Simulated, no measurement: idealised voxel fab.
Name of the process module below: voxel ribs on slabs
The width of the displayed cross-section, cut, is 195 nm; its cells are square, with a size of 5 nm.
If you're reading a cross-section in this doc, picture square cells in a grid; it comes to you as bands, top ones listed first down to the bottom, and a band can be one or more rows of cells. Heads up on the band format: heights come first, top then bottom, in nm. After that it's the materials left to right, each with its width in nm. A single material flagged "everywhere" fills the whole band edge to edge, and "empty" means there's empty space there. Height is counted from the level 0, under which the received wafer is composed throughout of one material. The lowest of the bands is not closed at the bottom but continues downward, in the notation "from 0 down". Width "30 to 40": first value at the band's top row of cells, second value at its bottom row, equal change from row to row. For the purposes of this document, the phrase "no modification" attached to a step denotes that no cell within the cross-section was modified by that step. Entry "Sealed void listing" = empty spaces >= 8 cells with no open way to the top; each as width x height at distance, distance from left edge, all nm. Note: text after step settings on the step line = simulator remark on that step. Among the settings permitted on a step's line is "overlay nm"; applied to a step with a mask, it specifies the extent to which the mask lay to the right of its planned position, whereas a negative figure signifies a position to the left.

### Process steps - plan
step 1: RECEIVE | material Si
step 2: DIRECTIONAL_DEP | material SiO2 | thk nm 25
step 3: DIRECTIONAL_DEP | material polySi | thk nm 15
step 4: DIRECTIONAL_DEP | material aC | thk nm 15
step 5: PATTERN | tone cover | mask id RIB | material resist | width nm 15 | thk nm 35 | overlay nm 0
step 6: DIRECTIONAL_ETCH | etch materials aC | depth nm 15
step 7: STRIP | etch materials resist
step 8: DIRECTIONAL_ETCH | etch materials polySi | depth nm 10
step 9: STRIP | etch materials aC
step 10: MASKED_ETCH | tone cover | mask id SLAB | width nm 45 | etch materials polySi | depth nm 5 | overlay nm 0
step 11: FILL_DEP | material SiO2 | thk nm 20
step 12: CMP | height nm 50
step 13: DIRECTIONAL_DEP | material W | thk nm 5
step 14: PATTERN | tone cover | mask id HEATER | material resist | width nm 25 | thk nm 15 | overlay nm 0
step 15: DIRECTIONAL_ETCH | etch materials W | depth nm 5
step 16: STRIP | etch materials resist
step 17: CONFORMAL_DEP | material SiN | thk nm 5

### Wafer at receipt (post step 1), cross-section
> from 0 down | Si everywhere
> Sealed void listing: none

### End-of-module cross-section of the first of two wafers, processed as planned
> from 60 to 55 | empty: 80, SiN: 35, empty: 80
> from 55 to 50 | SiN: 85, W: 25, SiN: 85
> from 50 to 40 | SiO2 everywhere
> from 40 to 30 | SiO2: 90, polySi: 15, SiO2: 90
> from 30 to 25 | SiO2: 75, polySi: 45, SiO2: 75
> from 25 to 0 | SiO2 everywhere
> from 0 down | Si everywhere
> Sealed void listing: none

### The second wafer, shown in cross-section after the module: started the same way as the first and given the same plan, yet one mistake crept into how it was run
> from 55 to 50 | empty: 85, W: 25, empty: 85
> from 50 to 40 | SiO2 everywhere
> from 40 to 30 | SiO2: 90, polySi: 15, SiO2: 90
> from 30 to 25 | SiO2: 75, polySi: 45, SiO2: 75
> from 25 to 0 | SiO2 everywhere
> from 0 down | Si everywhere
> Sealed void listing: none
Deviation noted in wafer processing: step 17 of the plan was bypassed and not carried out
At the finish, the second wafer shows more or fewer cells for some materials than the first does: -41 SiN
